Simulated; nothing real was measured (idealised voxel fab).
Process module under the name voxel transistor to metal
Section cut is 155 nm wide and gridded with 5 nm square cells.
The cross-sections in this document take the form of a grid made of square cells. They are written out as bands, in order from top to bottom. Each band consists of one or more rows of cells. First you get the band's top height and its bottom height, in nm, and then the materials it's made of, left to right, with each width in nm. If you see a single material with "everywhere", that one covers the band edge to edge. "empty" is empty space. Height is counted from the level 0, under which the received wafer is composed throughout of one material. The lowest of the bands is not closed at the bottom but continues downward, in the notation "0 nm and below". A width given as "30->40" starts at the first number in the band's top row and ends at the second number in its bottom row, shifting by an equal amount at every step from row to row. Any step labelled "identical to before" changed none of the cells in the cross-section. Entry "Enclosed void listing" = empty spaces >= 8 cells with no open way to the top; each as width x height at distance, distance from left edge, all nm. Anything after a step's settings on that line? It's the simulator's own note about the step. The "overlay nm" setting may appear on a step's line; for a step that uses a mask, it gives how far to the right of its planned position the mask lay, and a negative value indicates the left.
[These are the steps we planned for the process]
1. RECEIVE (material Si)
2. CONFORMAL_DEP (material SiO2; thk nm 5)
3. CONFORMAL_DEP (material SiN; thk nm 15)
4. DIRECTIONAL_DEP (material aC; thk nm 10)
5. PATTERN (tone cover; mask id ACTIVE; material resist; width nm 95; thk nm 30; overlay nm 0)
6. DIRECTIONAL_ETCH (etch materials aC; depth nm 10)
7. STRIP (etch materials resist)
8. DIRECTIONAL_ETCH (etch materials SiN; depth nm 15)
9. DIRECTIONAL_ETCH (etch materials SiO2; depth nm 5)
10. DIRECTIONAL_ETCH (etch materials Si; depth nm 20)
11. STRIP (etch materials aC)
12. FILL_DEP (material SiO2; thk nm 10)
13. CMP (height nm 20)
14. SELECTIVE_ETCH (etch materials SiO2; depth nm 10)
15. STRIP (etch materials SiN)
16. SELECTIVE_ETCH (etch materials SiO2; depth nm 5)
17. OXIDIZE (depth nm 5)
18. DIRECTIONAL_DEP (material polySi; thk nm 25)
19. DIRECTIONAL_DEP (material SiCN; thk nm 15)
20. DIRECTIONAL_DEP (material aC; thk nm 5)
21. PATTERN (tone cover; mask id GATE; material resist; width nm 15; thk nm 35; overlay nm 0)
22. DIRECTIONAL_ETCH (etch materials aC; depth nm 15)
23. STRIP (etch materials resist)
24. DIRECTIONAL_ETCH (etch materials SiCN; depth nm 25)
25. DIRECTIONAL_ETCH (etch materials polySi; depth nm 35)
26. STRIP (etch materials aC)
27. CONFORMAL_DEP (material SiO2; thk nm 5)
28. DIRECTIONAL_ETCH (etch materials SiO2; depth nm 5)
29. CONFORMAL_DEP (material SiN; thk nm 10)
30. DIRECTIONAL_ETCH (etch materials SiN; depth nm 10)
31. DIRECTIONAL_ETCH (etch materials SiO2; depth nm 5)
32. DIRECTIONAL_ETCH (etch materials Si; depth nm 10)
33. EPI (material SiGe; thk nm 10)
34. FILL_DEP (material SiO2; thk nm 10)
35. CMP (height nm 40)
36. DIRECTIONAL_DEP (material SiO2; thk nm 10)
37. DIRECTIONAL_DEP (material aC; thk nm 15)
38. PATTERN (tone open; mask id CONTACT; material resist; width nm 30; pitch nm 55; thk nm 30; overlay nm 0)
39. DIRECTIONAL_ETCH (etch materials aC; depth nm 15)
40. STRIP (etch materials resist)
41. DIRECTIONAL_ETCH (etch materials SiO2; depth nm 45)
42. STRIP (etch materials aC)
43. CONFORMAL_DEP (material TiN; thk nm 5)
44. FILL_DEP (material Ru; thk nm 10)
45. CMP (height nm 50)
46. DIRECTIONAL_DEP (material TiN; thk nm 5)
47. DIRECTIONAL_DEP (material W; thk nm 20)
48. MASKED_ETCH (tone cover; mask id METAL_1; width nm 20; pitch nm 65; etch materials W; depth nm 20; overlay nm 0)
49. MASKED_ETCH (tone cover; mask id METAL_1; width nm 20; pitch nm 65; etch materials TiN; depth nm 5; overlay nm 0)
50. FILL_DEP (material SiO2; thk nm 10)
51. CMP (height nm 75)
52. CONFORMAL_DEP (material SiN; thk nm 5)
varied across the wafers: thk nm of step 20. The plan shows the first wafer's value. All wafers start alike
[The first of several wafers as received, shown in cross-section; this is its state after step 1]
  0 nm and below = Si everywhere
  Enclosed void listing: none
[Each row below is a wafer at the end of the module, listing for every material the number of cells it has gained (+) or lost (-) since it was received, followed by its closed voids]
thk nm 5, +36 Ru, -79 Si, +9 SiCN, +24 SiGe, +67 SiN, +340 SiO2, +52 TiN, +32 W, +15 polySi, Enclosed void listing: none
thk nm 10, +36 Ru, -79 Si, +9 SiCN, +24 SiGe, +67 SiN, +340 SiO2, +52 TiN, +32 W, +15 polySi, Enclosed void listing: none
thk nm 15, +36 Ru, -79 Si, +9 SiCN, +24 SiGe, +67 SiN, +340 SiO2, +52 TiN, +32 W, +15 polySi, Enclosed void listing: none
thk nm 20, +8 Ru, -67 Si, +83 SiCN, +31 SiN, +230 SiO2, +24 TiN, +32 W, +155 polySi, Enclosed void listing: none
thk nm 25, +8 Ru, -67 Si, +83 SiCN, +31 SiN, +230 SiO2, +24 TiN, +32 W, +155 polySi, Enclosed void listing: none
thk nm 30, +8 Ru, -67 Si, +83 SiCN, +31 SiN, +230 SiO2, +24 TiN, +32 W, +155 polySi, Enclosed void listing: none
